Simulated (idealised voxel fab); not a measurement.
process module | voxel wiring stack
cross-section cut | 280 nm wide | cells 5 nm
A cross-section is a grid of square cells, given in bands from the top down. A band is one or more rows of cells.
Each band's line starts with the height of the band's top and of its bottom, in nm. Then come its materials from left to right, each with its width in nm. One material with "throughout" fills the band from edge to edge. "air" is empty space.
Height 0 is the level under which the wafer as received is all one material. The lowest band goes on downwards, as in "0 down".
A width such as "30 to 40" changes by the same amount from each row of cells to the next, from the band's top row to its bottom row.
"no change" after a step means that no cell of the cross-section changed.
closed voids: empty space of 8 cells or more with no open way to the top, each as width x height at its distance from the left edge, in nm
after a step's settings: what the simulator itself notes on the step
overlay nm, on a step with a mask: how far to the right of its planned place the mask lay; to the left if negative
plan
1 op RECEIVE | material Si
2 op CONFORMAL_DEP | material SiO2 | thk nm 10
3 op CONFORMAL_DEP | material SiN | thk nm 5
4 op DIRECTIONAL_DEP | material lowk | thk nm 25
5 op PATTERN | tone open | mask id METAL_1 | material resist | width nm 25 | pitch nm 40 | thk nm 20 | overlay nm -15
6 op DIRECTIONAL_ETCH | etch materials lowk | depth nm 25
7 op DIRECTIONAL_ETCH | etch materials SiN | depth nm 5
8 op STRIP | etch materials resist
9 op CONFORMAL_DEP | material TiN | thk nm 5
10 op FILL_DEP | material W | thk nm 5
11 op CMP | height nm 40
12 op CONFORMAL_DEP | material SiCN | thk nm 5
13 op DIRECTIONAL_DEP | material SiO2 | thk nm 30
14 op PATTERN | tone open | mask id METAL_2_HOLES | material resist | width nm 15 | pitch nm 40 | thk nm 20 | overlay nm 0
15 op DIRECTIONAL_ETCH | etch materials SiO2 | depth nm 30
16 op STRIP | etch materials resist
17 op DIRECTIONAL_DEP | material aC | thk nm 15
18 op PATTERN | tone open | mask id METAL_2 | material resist | width nm 25 | pitch nm 40 | thk nm 30 | overlay nm 0
19 op DIRECTIONAL_ETCH | etch materials aC | depth nm 15
20 op STRIP | etch materials resist
21 op DIRECTIONAL_ETCH | etch materials SiO2 | depth nm 15
22 op DIRECTIONAL_ETCH | etch materials SiCN | depth nm 5
23 op STRIP | etch materials aC
24 op CONFORMAL_DEP | material TiN | thk nm 5
25 op FILL_DEP | material Cu | thk nm 10
26 op CMP | height nm 75
27 op CONFORMAL_DEP | material SiCN | thk nm 5
28 op DIRECTIONAL_DEP | material lowk | thk nm 25
29 op PATTERN | tone open | mask id METAL_3_HOLES | material resist | width nm 15 | pitch nm 40 | thk nm 20 | overlay nm 0
30 op DIRECTIONAL_ETCH | etch materials lowk | depth nm 25
31 op STRIP | etch materials resist
32 op DIRECTIONAL_DEP | material aC | thk nm 10
33 op PATTERN | tone open | mask id METAL_3 | material resist | width nm 25 | pitch nm 40 | thk nm 30 | overlay nm 0
34 op DIRECTIONAL_ETCH | etch materials aC | depth nm 10
35 op STRIP | etch materials resist
36 op DIRECTIONAL_ETCH | etch materials lowk | depth nm 15
37 op DIRECTIONAL_ETCH | etch materials SiCN | depth nm 5
38 op STRIP | etch materials aC
39 op CONFORMAL_DEP | material TiN | thk nm 5
40 op FILL_DEP | material Cu | thk nm 10
41 op CMP | height nm 105
42 op CONFORMAL_DEP | material SiCN | thk nm 5
varied across the wafers: overlay nm of step 5. The plan shows the first wafer's value. All wafers start alike
first wafer as received, after step 1
  0 down: Si throughout
  closed voids: none
each wafer at the end: cells of each material gained (+) or lost (-) since it was received, then its closed voids
overlay nm -15 | +76 Cu | +144 SiCN | +36 SiN | +352 SiO2 | +188 TiN | +60 W | +376 lowk | closed voids: none
overlay nm -10 | +76 Cu | +144 SiCN | +36 SiN | +352 SiO2 | +188 TiN | +60 W | +376 lowk | closed voids: none
overlay nm -5 | +76 Cu | +144 SiCN | +36 SiN | +352 SiO2 | +188 TiN | +60 W | +376 lowk | closed voids: none
overlay nm 0 | +76 Cu | +144 SiCN | +36 SiN | +352 SiO2 | +188 TiN | +60 W | +376 lowk | closed voids: none
overlay nm 5 | +76 Cu | +144 SiCN | +36 SiN | +352 SiO2 | +188 TiN | +60 W | +376 lowk | closed voids: none
overlay nm 10 | +76 Cu | +144 SiCN | +36 SiN | +352 SiO2 | +188 TiN | +60 W | +376 lowk | closed voids: none
overlay nm 15 | +76 Cu | +144 SiCN | +36 SiN | +352 SiO2 | +188 TiN | +60 W | +376 lowk | closed voids: none
